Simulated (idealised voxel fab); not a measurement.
This is a process module. Its name is voxel self aligned vias.
Displayed cross-section: cut, width of 255 nm, square cells sized 5 nm.
Cross-sections here: square-cell grids, written as top-down lists of bands, a band being one or more rows of cells. First you get the band's top height and its bottom height, in nm, and then the materials it's made of, left to right, with each width in nm. If you see a single material with "everywhere", that one covers the band edge to edge. "empty" is empty space. Heights are reckoned from 0. Under this level, the received wafer is all of one material. The bottommost band is open-ended downward, for example "top 0, no bottom". Note: "30..40" means the width goes from the first number (top row of the band) to the second number (bottom row) in equal steps per row of cells. Basically "no alteration" means that step didn't change any cell in the cross-section. Basically, "Enclosed void list" tells you about the enclosed voids: empty spaces with no open way to the top, 8 cells or bigger, each written width x height at distance, where distance is from the left edge, all in nm. On a step's line, text after the settings is the simulator commenting on that step. The setting "overlay nm" may be written on the line of a step. When the step uses a mask, the value reports how far to the right of the planned place the mask lay, and a negative value reports that it lay to the left.

### Steps planned for the process
1,RECEIVE with material Si
2,CONFORMAL_DEP with material SiO2, thk nm 15
3,CONFORMAL_DEP with material SiCN, thk nm 5
4,DIRECTIONAL_DEP with material SiO2, thk nm 20
5,PATTERN with tone open, mask id LINES, material resist, width nm 30, pitch nm 80, thk nm 20, overlay nm 0
6,DIRECTIONAL_ETCH with etch materials SiO2, depth nm 20
7,STRIP with etch materials resist
8,CONFORMAL_DEP with material TiN, thk nm 5
9,FILL_DEP with material W, thk nm 10
10,CMP with height nm 40
11,SELECTIVE_ETCH with etch materials W Ru TiN, depth nm 5
12,FILL_DEP with material SiN, thk nm 10
13,CMP with height nm 40
14,DIRECTIONAL_DEP with material SiO2, thk nm 20
15,DIRECTIONAL_DEP with material aC, thk nm 15
16,PATTERN with tone open, mask id VIAS, material resist, width nm 50, thk nm 30, overlay nm 0
17,DIRECTIONAL_ETCH with etch materials aC, depth nm 15
18,STRIP with etch materials resist
19,DIRECTIONAL_ETCH with etch materials SiO2, depth nm 20
20,DIRECTIONAL_ETCH with etch materials SiN, depth nm 5
21,STRIP with etch materials aC
22,CONFORMAL_DEP with material TiN, thk nm 5
23,FILL_DEP with material Cu, thk nm 5
24,CMP with height nm 60
25,CONFORMAL_DEP with material SiN, thk nm 5

### Step 1 complete: cross-section of the wafer as received
- top 0, no bottom | Si everywhere
- Enclosed void list: none

### One mistake in running the module, otherwise start and plan as above: cross-section at the end
- top 65, bottom 60 | SiN everywhere
- top 60, bottom 40 | 60 SiO2 / 5 TiN / 40 Cu / 5 TiN / 145 SiO2
- top 40, bottom 35 | 60 SiN / 50 TiN / 145 SiN
- top 35, bottom 20 | 70 SiO2 / 5 TiN / 20 W / 5 TiN / 50 SiO2 / 5 TiN / 20 W / 5 TiN / 75 SiO2
- top 20, bottom 15 | 70 SiO2 / 30 TiN / 50 SiO2 / 30 TiN / 75 SiO2
- top 15, bottom 0 | SiO2 everywhere
- top 0, no bottom | Si everywhere
- Enclosed void list: none
Misprocessing identified: execution of step 3 of the plan did not take place, the step having been omitted
